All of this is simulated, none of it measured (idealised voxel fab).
Herein follows the process module entitled voxel tone inversion.
Shown is cross-section cut, with a width of 185 nm and square cells of size 5 nm.
Square cells in a grid make up a cross-section in this document, and the grid is given as bands, listed from the top down, each one or more rows of cells. Quick guide to a band line: top height, bottom height (nm) up front; then every material left to right with its width in nm. Only one material and it's marked "edge to edge"? Then it fills the band edge to edge. And "blank" just means empty space. We count height from 0. Below that, the starting wafer is all one material. The lowest band never ends at the bottom but goes on down; see "0 and below" for how that is written. Read "30 to 40" as a graded width: first number on top, second number at the bottom, same change between each pair of neighbouring rows. Basically "everything unchanged" means that step didn't change any cell in the cross-section. "Unvented cavities" means: voids of 8 cells or more that are shut off from the top with no open way through. Written width x height at distance, distance from the left edge, in nm. Post-settings text on a step line: simulator's own remark regarding the step. overlay nm: where the mask lay relative to plan, measured to the right, on steps with a mask; negatives go left.

Process steps foreseen in the plan:
1. RECEIVE | material Si
2. CONFORMAL_DEP | material SiCN | thk nm 10
3. DIRECTIONAL_DEP | material aC | thk nm 15
4. PATTERN | tone cover | mask id POSTS | material resist | width nm 20 | pitch nm 50 | thk nm 20 | overlay nm 0
5. DIRECTIONAL_ETCH | etch materials aC | depth nm 15
6. STRIP | etch materials resist
7. FILL_DEP | material lowk | thk nm 10
8. CMP | height nm 25
9. STRIP | etch materials aC
10. CONFORMAL_DEP | material TiN | thk nm 5
11. FILL_DEP | material W | thk nm 5
12. CMP | height nm 25
13. CONFORMAL_DEP | material SiCN | thk nm 5

First of the two wafers, run per plan:

Shown in cross-section is the wafer as received, that is, as it stands after step 1:
	0 and below  Si edge to edge
	Unvented cavities: none

Take a look at the wafer's cross-section after step 2:
	10 down to 0  SiCN edge to edge
	Lower than 0, everything is as it was.

Take a look at the wafer's cross-section after step 3:
	25 down to 10  aC edge to edge
	Lower than 10, everything is as it was.

Take a look at the wafer's cross-section after step 4:
	45 down to 25  55 blank | 20 resist | 30 blank | 20 resist | 60 blank
	Lower than 25, everything is as it was.

Take a look at the wafer's cross-section after step 5:
	30 down to 25  55 blank | 20 resist | 30 blank | 20 resist | 60 blank
	25 down to 10  55 blank | 20 aC | 30 blank | 20 aC | 60 blank
	Lower than 10, everything is as it was.

Take a look at the wafer's cross-section after step 6:
	25 down to 10  55 blank | 20 aC | 30 blank | 20 aC | 60 blank
	Lower than 10, everything is as it was.

Take a look at the wafer's cross-section after step 7:
	35 down to 25  lowk edge to edge
	25 down to 10  55 lowk | 20 aC | 30 lowk | 20 aC | 60 lowk
	Lower than 10, everything is as it was.

Take a look at the wafer's cross-section after step 8:
	25 down to 10  55 lowk | 20 aC | 30 lowk | 20 aC | 60 lowk
	Lower than 10, everything is as it was.

Take a look at the wafer's cross-section after step 9:
	25 down to 10  55 lowk | 20 blank | 30 lowk | 20 blank | 60 lowk
	Lower than 10, everything is as it was.

Take a look at the wafer's cross-section after step 10:
	30 down to 25  60 TiN | 10 blank | 40 TiN | 10 blank | 65 TiN
	25 down to 15  55 lowk | 5 TiN | 10 blank | 5 TiN | 30 lowk | 5 TiN | 10 blank | 5 TiN | 60 lowk
	15 down to 10  55 lowk | 20 TiN | 30 lowk | 20 TiN | 60 lowk
	Lower than 10, everything is as it was.

Take a look at the wafer's cross-section after step 11:
	35 down to 30  W edge to edge
	30 down to 25  60 TiN | 10 W | 40 TiN | 10 W | 65 TiN
	25 down to 15  55 lowk | 5 TiN | 10 W | 5 TiN | 30 lowk | 5 TiN | 10 W | 5 TiN | 60 lowk
	Lower than 15, everything is as it was.

Take a look at the wafer's cross-section after step 12:
	25 down to 15  55 lowk | 5 TiN | 10 W | 5 TiN | 30 lowk | 5 TiN | 10 W | 5 TiN | 60 lowk
	Lower than 15, everything is as it was.

Take a look at the wafer's cross-section after step 13:
	30 down to 25  SiCN edge to edge
	Lower than 25, everything is as it was.

The second wafer was prepared from the same starting point and under the same plan as the first; its processing contained one mistake, and it remains indistinguishable from the first wafer up to and including step 2:

Cross-sectional representation of the second wafer at the time designated in the plan for the completion of step 3:
	25 down to 10  TiN edge to edge
	Lower than 10, everything is as it was.

Cross-sectional representation of the second wafer at the time designated in the plan for the completion of step 4:
	45 down to 25  55 blank | 20 resist | 30 blank | 20 resist | 60 blank
	Lower than 25, everything is as it was.

Cross-sectional representation of the second wafer at the time designated in the plan for the completion of step 5:
	30 down to 25  55 blank | 20 resist | 30 blank | 20 resist | 60 blank
	Lower than 25, everything is as it was.

Cross-sectional representation of the second wafer at the time designated in the plan for the completion of step 6:
	25 down to 10  TiN edge to edge
	Lower than 10, everything is as it was.

Cross-sectional representation of the second wafer at the time designated in the plan for the completion of step 7:
	35 down to 25  lowk edge to edge
	Lower than 25, everything is as it was.

Cross-sectional representation of the second wafer at the time designated in the plan for the completion of step 8:
	25 down to 10  TiN edge to edge
	Lower than 10, everything is as it was.

Cross-sectional representation of the second wafer at the time designated in the plan for the completion of step 9: everything unchanged

Cross-sectional representation of the second wafer at the time designated in the plan for the completion of step 10:
	30 down to 10  TiN edge to edge
	Lower than 10, everything is as it was.

Cross-sectional representation of the second wafer at the time designated in the plan for the completion of step 11:
	35 down to 30  W edge to edge
	Lower than 30, everything is as it was.

Cross-sectional representation of the second wafer at the time designated in the plan for the completion of step 12:
	25 down to 10  TiN edge to edge
	Lower than 10, everything is as it was.

Cross-sectional representation of the second wafer at the time designated in the plan for the completion of step 13:
	30 down to 25  SiCN edge to edge
	Lower than 25, everything is as it was.
Nonconformance to the process plan: step 3 was processed under conditions differing from the plan, specifically as DIRECTIONAL_DEP | material TiN | thk nm 15
Final tally in cells, some materials are higher or lower on the second wafer than on the first: TiN: 95 more, W: 8 fewer, lowk: 87 fewer
